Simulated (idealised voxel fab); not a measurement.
The document below concerns the process module designated voxel self aligned contacts.
Cross-section cut: width 215 nm, square cells of 5 nm.
Heads up, the way a cross-section reads in here is a grid of square cells, handed over as bands from the top down, with every band being one or more rows of cells. In this notation a band is specified by the heights of its top and bottom, in that order and in nm, after which its materials appear from left to right, each paired with its width in nm. The word "everywhere" attached to a single material means that material fills the band from edge to edge; the word "empty" stands for empty space. Heights are measured from 0, the level below which the as-received wafer is all one material; the lowest band has no bottom and continues downward, written as in "0 nm and below". When a width is written as two numbers, as in "30..40", the first number is the width in the top row of cells of the band and the second is the width in its bottom row, and the width changes by the same amount from each row to the next. The designation "nothing different", where it is given for a processing step, indicates that no cell of the cross-section was altered in the course of that step. You'll see "Trapped void list" listing empty spaces that have no way open to the top, as long as they're 8 cells or more; the notation is width x height at distance, where the distance is from the left edge, and all of it is in nm. If you see something after the settings on a step's line, that's the simulator's own remark about that step. "overlay nm", when on a step's line for a step with a mask, measures how far to the right of its planned place the mask lay; a negative measure means to the left. Below you will find pairs of cross-sections. In each, one shows the wafer before one process step and the other after it, with the after view ending at the lowest band that changed. Under each pair is the step separating them, along with its settings. Do not assume the pairs form a chain: they can come from different runs of this module on the same starting wafer, and a pair continues from the pair above it only when its "Before step" entry says so.
## Before step
> 60 nm to 50 nm  SiO2: 55  empty: 45  SiO2: 15  empty: 45  SiO2: 55
> 50 nm to 25 nm  SiO2: 25  SiN: 45  empty: 15  SiN: 45  empty: 15  SiN: 45  SiO2: 25
> 25 nm to 20 nm  SiO2: 70  empty: 15  SiO2: 45  empty: 15  SiO2: 70
> 20 nm to 0 nm  polySi everywhere
> 0 nm and below  Si everywhere
> Trapped void list: none
## Sectional View, Post-Process
> 65 nm to 60 nm  TiN: 60  empty: 35  TiN: 25  empty: 35  TiN: 60
> 60 nm to 50 nm  SiO2: 55  TiN: 5..20  empty: 35..5  TiN: 5..20  SiO2: 15  TiN: 5..20  empty: 35..5  TiN: 5..20  SiO2: 55
> 50 nm to 25 nm  SiO2: 25  SiN: 45  TiN: 5  empty: 5  TiN: 5  SiN: 45  TiN: 5  empty: 5  TiN: 5  SiN: 45  SiO2: 25
> 25 nm to 20 nm  SiO2: 70  TiN: 15  SiO2: 45  TiN: 15  SiO2: 70
> Note: structure below 20 unchanged.
> Trapped void list: none
Between before and after as drawn above: CONFORMAL_DEP | material TiN | thk nm 5
Before step: carried over from the after image of the pair right above.
## Sectional View, Post-Process
> 70 nm to 65 nm  W everywhere
> 65 nm to 60 nm  TiN: 60  W: 35  TiN: 25  W: 35  TiN: 60
> 60 nm to 50 nm  SiO2: 55  TiN: 5..20  W: 35..5  TiN: 5..20  SiO2: 15  TiN: 5..20  W: 35..5  TiN: 5..20  SiO2: 55
> 50 nm to 25 nm  SiO2: 25  SiN: 45  TiN: 5  W: 5  TiN: 5  SiN: 45  TiN: 5  W: 5  TiN: 5  SiN: 45  SiO2: 25
> Note: structure below 25 unchanged.
> Trapped void list: none
Between before and after as drawn above: FILL_DEP | material W | thk nm 5
Before step: carried over from the after image of the pair right above.
## Sectional View, Post-Process
> 60 nm to 50 nm  SiO2: 55  TiN: 5..20  W: 35..5  TiN: 5..20  SiO2: 15  TiN: 5..20  W: 35..5  TiN: 5..20  SiO2: 55
> Note: structure below 50 unchanged.
> Trapped void list: none
Between before and after as drawn above: CMP | height nm 60
Before step: carried over from the after image of the pair right above.
## Sectional View, Post-Process
> 65 nm to 60 nm  SiCN everywhere
> Note: structure below 60 unchanged.
> Trapped void list: none
Between before and after as drawn above: CONFORMAL_DEP | material SiCN | thk nm 5
## Before step
> 70 nm to 65 nm  W everywhere
> 65 nm to 60 nm  TiN: 60  W: 35  TiN: 25  W: 35  TiN: 60
> 60 nm to 50 nm  SiO2: 55  TiN: 5..20  W: 35..5  TiN: 5..20  SiO2: 15  TiN: 5..20  W: 35..5  TiN: 5..20  SiO2: 55
> 50 nm to 25 nm  SiO2: 25  SiN: 45  TiN: 5  W: 5  TiN: 5  SiN: 45  TiN: 5  W: 5  TiN: 5  SiN: 45  SiO2: 25
> 25 nm to 5 nm  SiO2: 25  SiN: 10  polySi: 25  SiN: 10  TiN: 5  W: 5  TiN: 5  SiN: 10  polySi: 25  SiN: 10  TiN: 5  W: 5  TiN: 5  SiN: 10  polySi: 25  SiN: 10  SiO2: 25
> 5 nm to 0 nm  SiO2: 70  TiN: 15  SiO2: 45  TiN: 15  SiO2: 70
> 0 nm and below  Si everywhere
> Trapped void list: none
## Sectional View, Post-Process
> 65 nm to 60 nm  TiN: 60  W: 35  TiN: 25  W: 35  TiN: 60
> Note: structure below 60 unchanged.
> Trapped void list: none
Between before and after as drawn above: CMP | height nm 65
Before step: carried over from the after image of the pair right above.
## Sectional View, Post-Process
> 70 nm to 65 nm  SiCN everywhere
> Note: structure below 65 unchanged.
> Trapped void list: none
Between before and after as drawn above: CONFORMAL_DEP | material SiCN | thk nm 5
## Before step
> 50 nm to 25 nm  SiN everywhere
> 25 nm to 5 nm  polySi everywhere
> 5 nm to 0 nm  SiO2 everywhere
> 0 nm and below  Si everywhere
> Trapped void list: none
## Sectional View, Post-Process
> 65 nm to 50 nm  empty: 35  resist: 30  empty: 30  resist: 30  empty: 30  resist: 30  empty: 30
> Note: structure below 50 unchanged.
> Trapped void list: none
Between before and after as drawn above: PATTERN | tone cover | mask id GATE | material resist | width nm 30 | pitch nm 60 | thk nm 15 | overlay nm 0
Before step: carried over from the after image of the pair right above.
## Sectional View, Post-Process
> 65 nm to 50 nm  empty: 35  resist: 30  empty: 30  resist: 30  empty: 30  resist: 30  empty: 30
> 50 nm to 25 nm  empty: 35  SiN: 30  empty: 30  SiN: 30  empty: 30  SiN: 30  empty: 30
> Note: structure below 25 unchanged.
> Trapped void list: none
Between before and after as drawn above: DIRECTIONAL_ETCH | etch materials SiN | depth nm 25
Before step: carried over from the after image of the pair right above.
## Sectional View, Post-Process
> 65 nm to 50 nm  empty: 35  resist: 30  empty: 30  resist: 30  empty: 30  resist: 30  empty: 30
> 50 nm to 25 nm  empty: 35  SiN: 30  empty: 30  SiN: 30  empty: 30  SiN: 30  empty: 30
> 25 nm to 5 nm  empty: 35  polySi: 30  empty: 30  polySi: 30  empty: 30  polySi: 30  empty: 30
> Note: structure below 5 unchanged.
> Trapped void list: none
Between before and after as drawn above: DIRECTIONAL_ETCH | etch materials polySi | depth nm 20
Before step: carried over from the after image of the pair right above.
## Sectional View, Post-Process
> 50 nm to 25 nm  empty: 35  SiN: 30  empty: 30  SiN: 30  empty: 30  SiN: 30  empty: 30
> Note: structure below 25 unchanged.
> Trapped void list: none
Between before and after as drawn above: STRIP | etch materials resist
Before step: carried over from the after image of the pair right above.
## Sectional View, Post-Process
> 60 nm to 25 nm  empty: 25  SiN: 50  empty: 10  SiN: 50  empty: 10  SiN: 50  empty: 20
> 25 nm to 15 nm  empty: 25  SiN: 10  polySi: 30  SiN: 10  empty: 10  SiN: 10  polySi: 30  SiN: 10  empty: 10  SiN: 10  polySi: 30  SiN: 10  empty: 20
> 15 nm to 5 nm  SiN: 35  polySi: 30  SiN: 30  polySi: 30  SiN: 30  polySi: 30  SiN: 30
> Note: structure below 5 unchanged.
> Trapped void list: none
Between before and after as drawn above: CONFORMAL_DEP | material SiN | thk nm 10
Before step: carried over from the after image of the pair right above.
## Sectional View, Post-Process
> 50 nm to 25 nm  empty: 25  SiN: 50  empty: 10  SiN: 50  empty: 10  SiN: 50  empty: 20
> 25 nm to 5 nm  empty: 25  SiN: 10  polySi: 30  SiN: 10  empty: 10  SiN: 10  polySi: 30  SiN: 10  empty: 10  SiN: 10  polySi: 30  SiN: 10  empty: 20
> Note: structure below 5 unchanged.
> Trapped void list: none
Between before and after as drawn above: DIRECTIONAL_ETCH | etch materials SiN | depth nm 10
Before step: carried over from the after image of the pair right above.
## Sectional View, Post-Process
> 65 nm to 50 nm  SiO2 everywhere
> 50 nm to 25 nm  SiO2: 25  SiN: 50  SiO2: 10  SiN: 50  SiO2: 10  SiN: 50  SiO2: 20
> 25 nm to 5 nm  SiO2: 25  SiN: 10  polySi: 30  SiN: 10  SiO2: 10  SiN: 10  polySi: 30  SiN: 10  SiO2: 10  SiN: 10  polySi: 30  SiN: 10  SiO2: 20
> Note: structure below 5 unchanged.
> Trapped void list: none
Between before and after as drawn above: FILL_DEP | material SiO2 | thk nm 15
Before step: carried over from the after image of the pair right above.
## Sectional View, Post-Process
> 60 nm to 50 nm  SiO2 everywhere
> Note: structure below 50 unchanged.
> Trapped void list: none
Between before and after as drawn above: CMP | height nm 60
Before step: carried over from the after image of the pair right above.
## Sectional View, Post-Process
> 75 nm to 60 nm  aC everywhere
> Note: structure below 60 unchanged.
> Trapped void list: none
Between before and after as drawn above: DIRECTIONAL_DEP | material aC | thk nm 15
Before step: carried over from the after image of the pair right above.
## Sectional View, Post-Process
> 105 nm to 75 nm  resist: 55  empty: 45  resist: 15  empty: 45  resist: 55
> Note: structure below 75 unchanged.
> Trapped void list: none
Between before and after as drawn above: PATTERN | tone open | mask id CONTACT | material resist | width nm 45 | pitch nm 60 | thk nm 30 | overlay nm 0
Before step: carried over from the after image of the pair right above.
## Sectional View, Post-Process
> 90 nm to 75 nm  resist: 55  empty: 45  resist: 15  empty: 45  resist: 55
> 75 nm to 60 nm  aC: 55  empty: 45  aC: 15  empty: 45  aC: 55
> Note: structure below 60 unchanged.
> Trapped void list: none
Between before and after as drawn above: DIRECTIONAL_ETCH | etch materials aC | depth nm 15
Before step: carried over from the after image of the pair right above.
## Sectional View, Post-Process
> 75 nm to 60 nm  aC: 55  empty: 45  aC: 15  empty: 45  aC: 55
> Note: structure below 60 unchanged.
> Trapped void list: none
Between before and after as drawn above: STRIP | etch materials resist
Before step: carried over from the after image of the pair right above.
## Sectional View, Post-Process
> 75 nm to 60 nm  aC: 55  empty: 45  aC: 15  empty: 45  aC: 55
> 60 nm to 50 nm  SiO2: 55  empty: 45  SiO2: 15  empty: 45  SiO2: 55
> 50 nm to 25 nm  SiO2: 25  SiN: 50  empty: 10  SiN: 50  empty: 10  SiN: 50  SiO2: 20
> 25 nm to 5 nm  SiO2: 25  SiN: 10  polySi: 30  SiN: 10  empty: 10  SiN: 10  polySi: 30  SiN: 10  empty: 10  SiN: 10  polySi: 30  SiN: 10  SiO2: 20
> 5 nm to 0 nm  SiO2: 75  empty: 10  SiO2: 50  empty: 10  SiO2: 70
> Note: structure below 0 unchanged.
> Trapped void list: none
Between before and after as drawn above: DIRECTIONAL_ETCH | etch materials SiO2 | depth nm 60
Before step: carried over from the after image of the pair right above.
## Sectional View, Post-Process
> 60 nm to 50 nm  SiO2: 55  empty: 45  SiO2: 15  empty: 45  SiO2: 55
> Note: structure below 50 unchanged.
> Trapped void list: none
Between before and after as drawn above: STRIP | etch materials aC
Before step: carried over from the after image of the pair right above.
## Sectional View, Post-Process
> 65 nm to 60 nm  TiN: 60  empty: 35  TiN: 25  empty: 35  TiN: 60
> 60 nm to 55 nm  SiO2: 55  TiN: 5  empty: 35  TiN: 5  SiO2: 15  TiN: 5  empty: 35  TiN: 5  SiO2: 55
> 55 nm to 50 nm  SiO2: 55  TiN: 45  SiO2: 15  TiN: 45  SiO2: 55
> 50 nm to 25 nm  SiO2: 25  SiN: 50  TiN: 10  SiN: 50  TiN: 10  SiN: 50  SiO2: 20
> 25 nm to 5 nm  SiO2: 25  SiN: 10  polySi: 30  SiN: 10  TiN: 10  SiN: 10  polySi: 30  SiN: 10  TiN: 10  SiN: 10  polySi: 30  SiN: 10  SiO2: 20
> 5 nm to 0 nm  SiO2: 75  TiN: 10  SiO2: 50  TiN: 10  SiO2: 70
> Note: structure below 0 unchanged.
> Trapped void list: none
Between before and after as drawn above: CONFORMAL_DEP | material TiN | thk nm 5
Before step: carried over from the after image of the pair right above.
## Sectional View, Post-Process
> 70 nm to 65 nm  W everywhere
> 65 nm to 60 nm  TiN: 60  W: 35  TiN: 25  W: 35  TiN: 60
> 60 nm to 55 nm  SiO2: 55  TiN: 5  W: 35  TiN: 5  SiO2: 15  TiN: 5  W: 35  TiN: 5  SiO2: 55
> Note: structure below 55 unchanged.
> Trapped void list: none
Between before and after as drawn above: FILL_DEP | material W | thk nm 5
Before step: carried over from the after image of the pair right above.
## Sectional View, Post-Process
> 60 nm to 55 nm  SiO2: 55  TiN: 5  W: 35  TiN: 5  SiO2: 15  TiN: 5  W: 35  TiN: 5  SiO2: 55
> Note: structure below 55 unchanged.
> Trapped void list: none
Between before and after as drawn above: CMP | height nm 60
Before step: carried over from the after image of the pair right above.
## Sectional View, Post-Process
> 65 nm to 60 nm  SiCN everywhere
> Note: structure below 60 unchanged.
> Trapped void list: none
Between before and after as drawn above: CONFORMAL_DEP | material SiCN | thk nm 5
## Before step
> 75 nm to 60 nm  aC everywhere
> 60 nm to 50 nm  SiO2 everywhere
> 50 nm to 25 nm  SiO2: 25  SiN: 45  SiO2: 15  SiN: 45  SiO2: 15  SiN: 45  SiO2: 25
> 25 nm to 5 nm  SiO2: 25  SiN: 10  polySi: 25  SiN: 10  SiO2: 15  SiN: 10  polySi: 25  SiN: 10  SiO2: 15  SiN: 10  polySi: 25  SiN: 10  SiO2: 25
> 5 nm to 0 nm  SiO2 everywhere
> 0 nm and below  Si everywhere
> Trapped void list: none
## Sectional View, Post-Process
> 105 nm to 75 nm  resist: 50  empty: 45  resist: 15  empty: 45  resist: 60
> Note: structure below 75 unchanged.
> Trapped void list: none
Between before and after as drawn above: PATTERN | tone open | mask id CONTACT | material resist | width nm 45 | pitch nm 60 | thk nm 30 | overlay nm -5
Before step: carried over from the after image of the pair right above.
## Sectional View, Post-Process
> 90 nm to 75 nm  resist: 50  empty: 45  resist: 15  empty: 45  resist: 60
> 75 nm to 60 nm  aC: 50  empty: 45  aC: 15  empty: 45  aC: 60
> Note: structure below 60 unchanged.
> Trapped void list: none
Between before and after as drawn above: DIRECTIONAL_ETCH | etch materials aC | depth nm 15
Before step: carried over from the after image of the pair right above.
## Sectional View, Post-Process
> 75 nm to 60 nm  aC: 50  empty: 45  aC: 15  empty: 45  aC: 60
> Note: structure below 60 unchanged.
> Trapped void list: none
Between before and after as drawn above: STRIP | etch materials resist
Before step: carried over from the after image of the pair right above.
## Sectional View, Post-Process
> 75 nm to 60 nm  aC: 50  empty: 45  aC: 15  empty: 45  aC: 60
> 60 nm to 50 nm  SiO2: 50  empty: 45  SiO2: 15  empty: 45  SiO2: 60
> 50 nm to 25 nm  SiO2: 25  SiN: 45  empty: 15  SiN: 45  empty: 15  SiN: 45  SiO2: 25
> 25 nm to 5 nm  SiO2: 25  SiN: 10  polySi: 25  SiN: 10  empty: 15  SiN: 10  polySi: 25  SiN: 10  empty: 15  SiN: 10  polySi: 25  SiN: 10  SiO2: 25
> 5 nm to 0 nm  SiO2: 70  empty: 15  SiO2: 45  empty: 15  SiO2: 70
> Note: structure below 0 unchanged.
> Trapped void list: none
Between before and after as drawn above: DIRECTIONAL_ETCH | etch materials SiO2 | depth nm 60
Before step: carried over from the after image of the pair right above.
## Sectional View, Post-Process
> 60 nm to 50 nm  SiO2: 50  empty: 45  SiO2: 15  empty: 45  SiO2: 60
> Note: structure below 50 unchanged.
> Trapped void list: none
Between before and after as drawn above: STRIP | etch materials aC
Before step: carried over from the after image of the pair right above.
## Sectional View, Post-Process
> 65 nm to 60 nm  TiN: 55  empty: 35  TiN: 25  empty: 35  TiN: 65
> 60 nm to 50 nm  SiO2: 50  TiN: 5..25  empty: 35..5  TiN: 5..15  SiO2: 15  TiN: 5..25  empty: 35..5  TiN: 5..15  SiO2: 60
> 50 nm to 25 nm  SiO2: 25  SiN: 45  TiN: 5  empty: 5  TiN: 5  SiN: 45  TiN: 5  empty: 5  TiN: 5  SiN: 45  SiO2: 25
> 25 nm to 5 nm  SiO2: 25  SiN: 10  polySi: 25  SiN: 10  TiN: 5  empty: 5  TiN: 5  SiN: 10  polySi: 25  SiN: 10  TiN: 5  empty: 5  TiN: 5  SiN: 10  polySi: 25  SiN: 10  SiO2: 25
> 5 nm to 0 nm  SiO2: 70  TiN: 15  SiO2: 45  TiN: 15  SiO2: 70
> Note: structure below 0 unchanged.
> Trapped void list: none
Between before and after as drawn above: CONFORMAL_DEP | material TiN | thk nm 5
Before step: carried over from the after image of the pair right above.
## Sectional View, Post-Process
> 70 nm to 65 nm  W everywhere
> 65 nm to 60 nm  TiN: 55  W: 35  TiN: 25  W: 35  TiN: 65
> 60 nm to 50 nm  SiO2: 50  TiN: 5..25  W: 35..5  TiN: 5..15  SiO2: 15  TiN: 5..25  W: 35..5  TiN: 5..15  SiO2: 60
> 50 nm to 25 nm  SiO2: 25  SiN: 45  TiN: 5  W: 5  TiN: 5  SiN: 45  TiN: 5  W: 5  TiN: 5  SiN: 45  SiO2: 25
> 25 nm to 5 nm  SiO2: 25  SiN: 10  polySi: 25  SiN: 10  TiN: 5  W: 5  TiN: 5  SiN: 10  polySi: 25  SiN: 10  TiN: 5  W: 5  TiN: 5  SiN: 10  polySi: 25  SiN: 10  SiO2: 25
> Note: structure below 5 unchanged.
> Trapped void list: none
Between before and after as drawn above: FILL_DEP | material W | thk nm 5
Before step: carried over from the after image of the pair right above.
## Sectional View, Post-Process
> 60 nm to 50 nm  SiO2: 50  TiN: 5..25  W: 35..5  TiN: 5..15  SiO2: 15  TiN: 5..25  W: 35..5  TiN: 5..15  SiO2: 60
> Note: structure below 50 unchanged.
> Trapped void list: none
Between before and after as drawn above: CMP | height nm 60
Before step: carried over from the after image of the pair right above.
## Sectional View, Post-Process
> 65 nm to 60 nm  SiCN everywhere
> Note: structure below 60 unchanged.
> Trapped void list: none
Between before and after as drawn above: CONFORMAL_DEP | material SiCN | thk nm 5
## Before step
> 65 nm to 60 nm  TiN: 60  empty: 35  TiN: 25  empty: 35  TiN: 60
> 60 nm to 50 nm  SiO2: 55  TiN: 5..20  empty: 35..5  TiN: 5..20  SiO2: 15  TiN: 5..20  empty: 35..5  TiN: 5..20  SiO2: 55
> 50 nm to 25 nm  SiO2: 25  SiN: 45  TiN: 5  empty: 5  TiN: 5  SiN: 45  TiN: 5  empty: 5  TiN: 5  SiN: 45  SiO2: 25
> 25 nm to 5 nm  SiO2: 25  SiN: 10  polySi: 25  SiN: 10  TiN: 5  empty: 5  TiN: 5  SiN: 10  polySi: 25  SiN: 10  TiN: 5  empty: 5  TiN: 5  SiN: 10  polySi: 25  SiN: 10  SiO2: 25
> 5 nm to 0 nm  SiO2: 70  TiN: 15  SiO2: 45  TiN: 15  SiO2: 70
> 0 nm and below  Si everywhere
> Trapped void list: none
## Sectional View, Post-Process
> 70 nm to 65 nm  polySi everywhere
> 65 nm to 60 nm  TiN: 60  polySi: 35  TiN: 25  polySi: 35  TiN: 60
> 60 nm to 50 nm  SiO2: 55  TiN: 5..20  polySi: 35..5  TiN: 5..20  SiO2: 15  TiN: 5..20  polySi: 35..5  TiN: 5..20  SiO2: 55
> 50 nm to 25 nm  SiO2: 25  SiN: 45  TiN: 5  polySi: 5  TiN: 5  SiN: 45  TiN: 5  polySi: 5  TiN: 5  SiN: 45  SiO2: 25
> 25 nm to 5 nm  SiO2: 25  SiN: 10  polySi: 25  SiN: 10  TiN: 5  polySi: 5  TiN: 5  SiN: 10  polySi: 25  SiN: 10  TiN: 5  polySi: 5  TiN: 5  SiN: 10  polySi: 25  SiN: 10  SiO2: 25
> Note: structure below 5 unchanged.
> Trapped void list: none
Between before and after as drawn above: FILL_DEP | material polySi | thk nm 5
Before step: carried over from the after image of the pair right above.
## Sectional View, Post-Process
> 60 nm to 50 nm  SiO2: 55  TiN: 5..20  polySi: 35..5  TiN: 5..20  SiO2: 15  TiN: 5..20  polySi: 35..5  TiN: 5..20  SiO2: 55
> Note: structure below 50 unchanged.
> Trapped void list: none
Between before and after as drawn above: CMP | height nm 60
Before step: carried over from the after image of the pair right above.
## Sectional View, Post-Process
> 65 nm to 60 nm  SiCN everywhere
> Note: structure below 60 unchanged.
> Trapped void list: none
Between before and after as drawn above: CONFORMAL_DEP | material SiCN | thk nm 5
## Before step
> 50 nm to 25 nm  SiN everywhere
> 25 nm to 5 nm  polySi everywhere
> 5 nm to 0 nm  SiO2 everywhere
> 0 nm and below  Si everywhere
> Trapped void list: none
## Sectional View, Post-Process
> 65 nm to 50 nm  resist: 35  empty: 25  resist: 35  empty: 25  resist: 35  empty: 25  resist: 35
> Note: structure below 50 unchanged.
> Trapped void list: none
Between before and after as drawn above: PATTERN | tone open | mask id GATE | material resist | width nm 25 | pitch nm 60 | thk nm 15 | overlay nm 0
Before step: carried over from the after image of the pair right above.
## Sectional View, Post-Process
> 65 nm to 50 nm  resist: 35  empty: 25  resist: 35  empty: 25  resist: 35  empty: 25  resist: 35
> 50 nm to 25 nm  SiN: 35  empty: 25  SiN: 35  empty: 25  SiN: 35  empty: 25  SiN: 35
> Note: structure below 25 unchanged.
> Trapped void list: none
Between before and after as drawn above: DIRECTIONAL_ETCH | etch materials SiN | depth nm 25
Before step: carried over from the after image of the pair right above.
## Sectional View, Post-Process
> 65 nm to 50 nm  resist: 35  empty: 25  resist: 35  empty: 25  resist: 35  empty: 25  resist: 35
> 50 nm to 25 nm  SiN: 35  empty: 25  SiN: 35  empty: 25  SiN: 35  empty: 25  SiN: 35
> 25 nm to 5 nm  polySi: 35  empty: 25  polySi: 35  empty: 25  polySi: 35  empty: 25  polySi: 35
> Note: structure below 5 unchanged.
> Trapped void list: none
Between before and after as drawn above: DIRECTIONAL_ETCH | etch materials polySi | depth nm 20
Before step: carried over from the after image of the pair right above.
## Sectional View, Post-Process
> 50 nm to 25 nm  SiN: 35  empty: 25  SiN: 35  empty: 25  SiN: 35  empty: 25  SiN: 35
> Note: structure below 25 unchanged.
> Trapped void list: none
Between before and after as drawn above: STRIP | etch materials resist
Before step: carried over from the after image of the pair right above.
## Sectional View, Post-Process
> 60 nm to 25 nm  SiN: 45  empty: 5  SiN: 55  empty: 5  SiN: 55  empty: 5  SiN: 45
> 25 nm to 15 nm  polySi: 35  SiN: 10  empty: 5  SiN: 10  polySi: 35  SiN: 10  empty: 5  SiN: 10  polySi: 35  SiN: 10  empty: 5  SiN: 10  polySi: 35
> 15 nm to 5 nm  polySi: 35  SiN: 25  polySi: 35  SiN: 25  polySi: 35  SiN: 25  polySi: 35
> Note: structure below 5 unchanged.
> Trapped void list: none
Between before and after as drawn above: CONFORMAL_DEP | material SiN | thk nm 10
Before step: carried over from the after image of the pair right above.
## Sectional View, Post-Process
> 50 nm to 25 nm  SiN: 45  empty: 5  SiN: 55  empty: 5  SiN: 55  empty: 5  SiN: 45
> 25 nm to 5 nm  polySi: 35  SiN: 10  empty: 5  SiN: 10  polySi: 35  SiN: 10  empty: 5  SiN: 10  polySi: 35  SiN: 10  empty: 5  SiN: 10  polySi: 35
> Note: structure below 5 unchanged.
> Trapped void list: none
Between before and after as drawn above: DIRECTIONAL_ETCH | etch materials SiN | depth nm 10
Before step: carried over from the after image of the pair right above.
## Sectional View, Post-Process
> 65 nm to 50 nm  SiO2 everywhere
> 50 nm to 25 nm  SiN: 45  SiO2: 5  SiN: 55  SiO2: 5  SiN: 55  SiO2: 5  SiN: 45
> 25 nm to 5 nm  polySi: 35  SiN: 10  SiO2: 5  SiN: 10  polySi: 35  SiN: 10  SiO2: 5  SiN: 10  polySi: 35  SiN: 10  SiO2: 5  SiN: 10  polySi: 35
> Note: structure below 5 unchanged.
> Trapped void list: none
Between before and after as drawn above: FILL_DEP | material SiO2 | thk nm 15
Before step: carried over from the after image of the pair right above.
## Sectional View, Post-Process
> 60 nm to 50 nm  SiO2 everywhere
> Note: structure below 50 unchanged.
> Trapped void list: none
Between before and after as drawn above: CMP | height nm 60
Before step: carried over from the after image of the pair right above.
## Sectional View, Post-Process
> 75 nm to 60 nm  aC everywhere
> Note: structure below 60 unchanged.
> Trapped void list: none
Between before and after as drawn above: DIRECTIONAL_DEP | material aC | thk nm 15
Before step: carried over from the after image of the pair right above.
## Sectional View, Post-Process
> 105 nm to 75 nm  resist: 55  empty: 45  resist: 15  empty: 45  resist: 55
> Note: structure below 75 unchanged.
> Trapped void list: none
Between before and after as drawn above: PATTERN | tone open | mask id CONTACT | material resist | width nm 45 | pitch nm 60 | thk nm 30 | overlay nm 0
Before step: carried over from the after image of the pair right above.
## Sectional View, Post-Process
> 90 nm to 75 nm  resist: 55  empty: 45  resist: 15  empty: 45  resist: 55
> 75 nm to 60 nm  aC: 55  empty: 45  aC: 15  empty: 45  aC: 55
> Note: structure below 60 unchanged.
> Trapped void list: none
Between before and after as drawn above: DIRECTIONAL_ETCH | etch materials aC | depth nm 15
Before step: carried over from the after image of the pair right above.
## Sectional View, Post-Process
> 75 nm to 60 nm  aC: 55  empty: 45  aC: 15  empty: 45  aC: 55
> Note: structure below 60 unchanged.
> Trapped void list: none
Between before and after as drawn above: STRIP | etch materials resist
Before step: carried over from the after image of the pair right above.
## Sectional View, Post-Process
> 75 nm to 60 nm  aC: 55  empty: 45  aC: 15  empty: 45  aC: 55
> 60 nm to 50 nm  SiO2: 55  empty: 45  SiO2: 15  empty: 45  SiO2: 55
> Note: structure below 50 unchanged.
> Trapped void list: none
Between before and after as drawn above: DIRECTIONAL_ETCH | etch materials SiO2 | depth nm 60
Before step: carried over from the after image of the pair right above.
## Sectional View, Post-Process
> 60 nm to 50 nm  SiO2: 55  empty: 45  SiO2: 15  empty: 45  SiO2: 55
> Note: structure below 50 unchanged.
> Trapped void list: none
Between before and after as drawn above: STRIP | etch materials aC
Before step: carried over from the after image of the pair right above.
## Sectional View, Post-Process
> 65 nm to 60 nm  TiN: 60  empty: 35  TiN: 25  empty: 35  TiN: 60
> 60 nm to 55 nm  SiO2: 55  TiN: 5  empty: 35  TiN: 5  SiO2: 15  TiN: 5  empty: 35  TiN: 5  SiO2: 55
> 55 nm to 50 nm  SiO2: 55  TiN: 45  SiO2: 15  TiN: 45  SiO2: 55
> Note: structure below 50 unchanged.
> Trapped void list: none
Between before and after as drawn above: CONFORMAL_DEP | material TiN | thk nm 5
Before step: carried over from the after image of the pair right above.
## Sectional View, Post-Process
> 70 nm to 65 nm  W everywhere
> 65 nm to 60 nm  TiN: 60  W: 35  TiN: 25  W: 35  TiN: 60
> 60 nm to 55 nm  SiO2: 55  TiN: 5  W: 35  TiN: 5  SiO2: 15  TiN: 5  W: 35  TiN: 5  SiO2: 55
> Note: structure below 55 unchanged.
> Trapped void list: none
Between before and after as drawn above: FILL_DEP | material W | thk nm 5
Before step: carried over from the after image of the pair right above.
## Sectional View, Post-Process
> 60 nm to 55 nm  SiO2: 55  TiN: 5  W: 35  TiN: 5  SiO2: 15  TiN: 5  W: 35  TiN: 5  SiO2: 55
> Note: structure below 55 unchanged.
> Trapped void list: none
Between before and after as drawn above: CMP | height nm 60
Before step: carried over from the after image of the pair right above.
## Sectional View, Post-Process
> 65 nm to 60 nm  SiCN everywhere
> Note: structure below 60 unchanged.
> Trapped void list: none
Between before and after as drawn above: CONFORMAL_DEP | material SiCN | thk nm 5
